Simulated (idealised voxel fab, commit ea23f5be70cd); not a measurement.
Presented below is a process module, voxel released beams.
Shown is cross-section cut, with a width of 250 nm and square cells of size 5 nm.
In what follows, cross-sections appear as grids of square cells, described through bands that run from the top down, where every band is one or more rows of cells.
In this notation a band is specified by the heights of its top and bottom, in that order and in nm, after which its materials appear from left to right, each paired with its width in nm. The word "throughout" attached to a single material means that material fills the band from edge to edge; the word "empty" stands for empty space.
All heights in this document are referenced to 0, defined as the level beneath which the wafer, as received, consists entirely of one material. The lowest band is not bounded below; it extends indefinitely downward and is written in the form "0 -> down".
Top row gets the first number, bottom row gets the second, and each row in between changes by the same step: that is how a band width like "30..40" works.
Where a step carries "all unchanged", the cross-section came out of it unchanged, cell for cell.
What "Fully enclosed voids" gives you is every empty space of 8 cells or more that is cut off from the top. Each appears as width x height at distance, with the distance taken from the left edge and width, height and distance all in nm.
On each step's line, the part that comes after the settings is the simulator's own comment on the step.
overlay nm: where the mask lay relative to plan, measured to the right, on steps with a mask; negatives go left.

## Intended process steps
1 RECEIVE with material Si
2 CONFORMAL_DEP with material SiN, thk nm 5
3 DIRECTIONAL_DEP with material SiO2, thk nm 20
4 MASKED_ETCH with tone open, mask id ANCHOR, width nm 35, etch materials SiO2, depth nm 20, overlay nm 0
5 CONFORMAL_DEP with material polySi, thk nm 10
6 MASKED_ETCH with tone cover, mask id BEAM, width nm 85, etch materials polySi, depth nm 10, overlay nm 0
7 STRIP with etch materials SiO2

## The first of a set of two wafers, run to plan

## Incoming wafer, cross-sectional view, post step 1
> 0 -> down  Si throughout
> Fully enclosed voids: none

## Wafer xsec, post step 2
> 5 -> 0  SiN throughout
> At heights below 0, the structure remains unaltered.

## Wafer xsec, post step 3
> 25 -> 5  SiO2 throughout
> At heights below 5, the structure remains unaltered.

## Wafer xsec, post step 4
> 25 -> 5  SiO2 85 nm; empty 35 nm; SiO2 130 nm
> At heights below 5, the structure remains unaltered.

## Wafer xsec, post step 5
> 35 -> 25  polySi 95 nm; empty 15 nm; polySi 140 nm
> 25 -> 15  SiO2 85 nm; polySi 10 nm; empty 15 nm; polySi 10 nm; SiO2 130 nm
> 15 -> 5  SiO2 85 nm; polySi 35 nm; SiO2 130 nm
> At heights below 5, the structure remains unaltered.

## Wafer xsec, post step 6
> 35 -> 25  empty 80 nm; polySi 15 nm; empty 15 nm; polySi 55 nm; empty 85 nm
> At heights below 25, the structure remains unaltered.

## Wafer xsec, post step 7
> 35 -> 25  empty 80 nm; polySi 15 nm; empty 15 nm; polySi 55 nm; empty 85 nm
> 25 -> 15  empty 85 nm; polySi 10 nm; empty 15 nm; polySi 10 nm; empty 130 nm
> 15 -> 5  empty 85 nm; polySi 35 nm; empty 130 nm
> At heights below 5, the structure remains unaltered.

## Wafer two. Same start, same plan, one slip in execution. Same as wafer one through step 1, inclusive

## Cross-section of the second wafer when, according to plan, step 2 should have finished
> 20 -> 0  SiO2 throughout
> At heights below 0, the structure remains unaltered.

## Cross-section of the second wafer when, according to plan, step 3 should have finished
> 25 -> 20  SiN throughout
> At heights below 20, the structure remains unaltered.

Cross-section of the second wafer when, according to plan, step 4 should have finished: all unchanged

## Cross-section of the second wafer when, according to plan, step 5 should have finished
> 35 -> 25  polySi throughout
> At heights below 25, the structure remains unaltered.

## Cross-section of the second wafer when, according to plan, step 6 should have finished
> 35 -> 25  empty 80 nm; polySi 85 nm; empty 85 nm
> At heights below 25, the structure remains unaltered.

Cross-section of the second wafer when, according to plan, step 7 should have finished: all unchanged
What went wrong in running the wafer? steps 2 and 3 of the plan were run in the wrong order, each in the other's place
The final cell counts differ between the wafers, with the second having more or fewer of some materials than the first: +200 SiO2, -16 polySi
